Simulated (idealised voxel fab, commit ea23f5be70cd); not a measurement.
Process module under the name voxel self aligned vias
Pictured: cross-section cut, 170 nm wide, on a grid of 5 nm square cells.
Reading order for cross-sections: top band down to bottom band. Underlying form: a grid of square cells. Band size: one or more rows of cells. Per band: top height and bottom height in nm, followed by the left-to-right materials and their widths in nm; "edge to edge" marks a single material spanning edge to edge, "blank" marks empty space. Beneath 0, the wafer as received is one material, and that level is where height counting begins. The lowest band goes on downward without a bottom; it is written like "z 0 and below". Width "30 to 40": first value at the band's top row of cells, second value at its bottom row, equal change from row to row. Any step labelled "nothing got changed" changed none of the cells in the cross-section. This entry, "Closed void table", enumerates those empty regions of no fewer than 8 cells that possess no open connection to the top. Each region is reported in the form width x height at distance, the distance being taken from the left edge, with all three quantities expressed in nm. Anything after a step's settings on that line? It's the simulator's own note about the step. The line of a step may include "overlay nm". On a step with a mask, this value is how far to the right of its planned place the mask lay. A negative value means the mask lay to the left.
### Set out below are the planned steps of the process
1) RECEIVE with material Si
2) CONFORMAL_DEP with material SiO2, thk nm 10
3) CONFORMAL_DEP with material SiCN, thk nm 5
4) DIRECTIONAL_DEP with material lowk, thk nm 20
5) MASKED_ETCH with tone open, mask id LINES, width nm 30, pitch nm 80, etch materials lowk, depth nm 20, overlay nm 0
6) CONFORMAL_DEP with material TiN, thk nm 5
7) FILL_DEP with material Ru, thk nm 10
8) CMP with height nm 35
9) SELECTIVE_ETCH with etch materials W Ru TiN, depth nm 5
10) FILL_DEP with material SiN, thk nm 5
11) CMP with height nm 35
12) DIRECTIONAL_DEP with material lowk, thk nm 20
13) DIRECTIONAL_DEP with material aC, thk nm 10
14) PATTERN with tone open, mask id VIAS, material resist, width nm 50, thk nm 30, overlay nm -5
15) DIRECTIONAL_ETCH with etch materials aC, depth nm 10
16) STRIP with etch materials resist
17) DIRECTIONAL_ETCH with etch materials lowk, depth nm 20
18) DIRECTIONAL_ETCH with etch materials SiN, depth nm 5
19) STRIP with etch materials aC
20) CONFORMAL_DEP with material TiN, thk nm 5
21) FILL_DEP with material Ru, thk nm 10
22) CMP with height nm 55
23) CONFORMAL_DEP with material SiCN, thk nm 5
For clarity, it should be stated that the wafers under discussion commence in an identical condition and differ with respect to the overlay nm of step 14, the plan indicating the value that the first wafer had.
### Here's the first of the wafers in cross-section, just as we got it, i.e. after step 1
z 0 and below | Si edge to edge
Closed void table: none
### End-of-module cross-section, first of several wafers, after last step 23
z 60 to 55 | SiCN edge to edge
z 55 to 40 | lowk 15 nm / TiN 5 nm / Ru 40 nm / TiN 5 nm / lowk 105 nm
z 40 to 35 | lowk 15 nm / TiN 20 nm / Ru 20 nm / TiN 10 nm / lowk 105 nm
z 35 to 30 | lowk 30 nm / TiN 30 nm / lowk 50 nm / SiN 30 nm / lowk 30 nm
z 30 to 20 | lowk 30 nm / TiN 5 nm / Ru 20 nm / TiN 5 nm / lowk 50 nm / TiN 5 nm / Ru 20 nm / TiN 5 nm / lowk 30 nm
z 20 to 15 | lowk 30 nm / TiN 30 nm / lowk 50 nm / TiN 30 nm / lowk 30 nm
z 15 to 10 | SiCN edge to edge
z 10 to 0 | SiO2 edge to edge
z 0 and below | Si edge to edge
Closed void table: none
### Module end, final wafer: cross-section
z 60 to 55 | SiCN edge to edge
z 55 to 40 | lowk 35 nm / TiN 5 nm / Ru 40 nm / TiN 5 nm / lowk 85 nm
z 40 to 35 | lowk 35 nm / TiN 5 nm / Ru 15 nm / TiN 30 nm / lowk 85 nm
z 35 to 30 | lowk 30 nm / SiN 5 nm / TiN 25 nm / lowk 50 nm / SiN 30 nm / lowk 30 nm
z 30 to 20 | lowk 30 nm / TiN 5 nm / Ru 20 nm / TiN 5 nm / lowk 50 nm / TiN 5 nm / Ru 20 nm / TiN 5 nm / lowk 30 nm
z 20 to 15 | lowk 30 nm / TiN 30 nm / lowk 50 nm / TiN 30 nm / lowk 30 nm
z 15 to 10 | SiCN edge to edge
z 10 to 0 | SiO2 edge to edge
z 0 and below | Si edge to edge
Closed void table: none
### Wafer rows, end of module: cells per material gained (+) or lost (-) since receipt; closed voids last
overlay nm -5, +44 Ru, +68 SiCN, +6 SiN, +68 SiO2, +38 TiN, +184 lowk, Closed void table: none
overlay nm 0, +44 Ru, +68 SiCN, +6 SiN, +68 SiO2, +38 TiN, +184 lowk, Closed void table: none
overlay nm 5, +44 Ru, +68 SiCN, +6 SiN, +68 SiO2, +38 TiN, +184 lowk, Closed void table: none
overlay nm 10, +44 Ru, +68 SiCN, +6 SiN, +68 SiO2, +38 TiN, +184 lowk, Closed void table: none
overlay nm 15, +43 Ru, +68 SiCN, +7 SiN, +68 SiO2, +38 TiN, +184 lowk, Closed void table: none
